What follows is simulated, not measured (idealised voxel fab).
process module | voxel capacitor over wiring
cross-section cut | 160 nm wide | cells 5 nm
A cross-section is a grid of square cells, given in bands from the top down. A band is one or more rows of cells.
Each band's line starts with the height of the band's top and of its bottom, in nm. Then come its materials from left to right, each with its width in nm. One material with "throughout" fills the band from edge to edge. "air" is empty space.
Height 0 is the level under which the wafer as received is all one material. The lowest band goes on downwards, as in "0 down".
A width such as "30 to 40" changes by the same amount from each row of cells to the next, from the band's top row to its bottom row.
"no change" after a step means that no cell of the cross-section changed.
closed voids: empty space of 8 cells or more with no open way to the top, each as width x height at its distance from the left edge, in nm
after a step's settings: what the simulator itself notes on the step
overlay nm, on a step with a mask: how far to the right of its planned place the mask lay; to the left if negative
plan
1 op RECEIVE | material Si
2 op CONFORMAL_DEP | material SiO2 | thk nm 10
3 op CONFORMAL_DEP | material SiCN | thk nm 5
4 op DIRECTIONAL_DEP | material lowk | thk nm 15
5 op PATTERN | tone open | mask id METAL_1 | material resist | width nm 20 | pitch nm 85 | thk nm 20 | overlay nm 0
6 op DIRECTIONAL_ETCH | etch materials lowk | depth nm 15
7 op DIRECTIONAL_ETCH | etch materials SiCN | depth nm 5
8 op STRIP | etch materials resist
9 op CONFORMAL_DEP | material TiN | thk nm 5
10 op FILL_DEP | material Cu | thk nm 5
11 op CMP | height nm 30
12 op EPI | material Ru | thk nm 5
13 op FILL_DEP | material SiCN | thk nm 5
14 op DIRECTIONAL_DEP | material lowk | thk nm 10
15 op PATTERN | tone open | mask id PLUG_1 | material resist | width nm 15 | thk nm 15 | overlay nm 0
16 op DIRECTIONAL_ETCH | etch materials lowk | depth nm 10
17 op DIRECTIONAL_ETCH | etch materials SiCN | depth nm 5
18 op STRIP | etch materials resist
19 op EPI | material Ru | thk nm 10
20 op EPI | material Ru | thk nm 5
21 op DIRECTIONAL_DEP | material TiN | thk nm 10
22 op DIRECTIONAL_DEP | material SiN | thk nm 5
23 op DIRECTIONAL_DEP | material TiN | thk nm 5
24 op MASKED_ETCH | tone cover | mask id UPPER_PLATE | width nm 70 | etch materials TiN | depth nm 5 | overlay nm 0
25 op MASKED_ETCH | tone cover | mask id UPPER_PLATE | width nm 70 | etch materials SiN | depth nm 5 | overlay nm 0
26 op PATTERN | tone cover | mask id LOWER_PLATE | material resist | width nm 80 | thk nm 15 | overlay nm 0
27 op DIRECTIONAL_ETCH | etch materials TiN | depth nm 10
28 op STRIP | etch materials resist
29 op FILL_DEP | material SiO2 | thk nm 15
30 op CMP | height nm 80
31 op MASKED_ETCH | tone open | mask id PLUG_2 | width nm 15 | etch materials SiO2 | depth nm 10 | overlay nm 0
32 op CONFORMAL_DEP | material TiN | thk nm 5
33 op FILL_DEP | material W | thk nm 10
34 op CMP | height nm 80
35 op CONFORMAL_DEP | material SiN | thk nm 5
varied across the wafers: width nm of step 31. The plan shows the first wafer's value. All wafers start alike
first wafer as received, after step 1
  0 down: Si throughout
  closed voids: none
first wafer at the end, after step 35
  85 to 80: SiN throughout
  80 to 75: SiO2 40 | TiN 5 | W 5 | TiN 5 | SiO2 105
  75 to 65: SiO2 40 to 30 | TiN 15 to 70 | SiO2 105 to 60
  65 to 60: SiO2 30 | SiN 70 | SiO2 60
  60 to 50: SiO2 25 | TiN 80 | SiO2 55
  50 to 40: lowk 30 | Ru 15 | lowk 115
  40 to 35: SiCN 30 | Ru 15 | SiCN 115
  35 to 30: SiCN 20 | Ru 30 | SiCN 55 | Ru 30 | SiCN 25
  30 to 15: lowk 25 | TiN 5 | Cu 10 | TiN 5 | lowk 65 | TiN 5 | Cu 10 | TiN 5 | lowk 30
  15 to 10: SiCN 25 | TiN 20 | SiCN 65 | TiN 20 | SiCN 30
  10 to 0: SiO2 throughout
  0 down: Si throughout
  closed voids: none
last wafer at the end
  85 to 80: SiN throughout
  80 to 75: SiO2 35 | TiN 5 | W 20 | TiN 5 | SiO2 95
  75 to 65: SiO2 35 to 30 | TiN 30 to 70 | SiO2 95 to 60
  65 to 60: SiO2 30 | SiN 70 | SiO2 60
  60 to 50: SiO2 25 | TiN 80 | SiO2 55
  50 to 40: lowk 30 | Ru 15 | lowk 115
  40 to 35: SiCN 30 | Ru 15 | SiCN 115
  35 to 30: SiCN 20 | Ru 30 | SiCN 55 | Ru 30 | SiCN 25
  30 to 15: lowk 25 | TiN 5 | Cu 10 | TiN 5 | lowk 65 | TiN 5 | Cu 10 | TiN 5 | lowk 30
  15 to 10: SiCN 25 | TiN 20 | SiCN 65 | TiN 20 | SiCN 30
  10 to 0: SiO2 throughout
  0 down: Si throughout
  closed voids: none
each wafer at the end: cells of each material gained (+) or lost (-) since it was received, then its closed voids
width nm 15 | +12 Cu | +21 Ru | +73 SiCN | +46 SiN | +190 SiO2 | +71 TiN | +1 W | +130 lowk | closed voids: none
width nm 20 | +12 Cu | +21 Ru | +73 SiCN | +46 SiN | +188 SiO2 | +72 TiN | +2 W | +130 lowk | closed voids: none
width nm 25 | +12 Cu | +21 Ru | +73 SiCN | +46 SiN | +186 SiO2 | +73 TiN | +3 W | +130 lowk | closed voids: none
width nm 30 | +12 Cu | +21 Ru | +73 SiCN | +46 SiN | +184 SiO2 | +74 TiN | +4 W | +130 lowk | closed voids: none
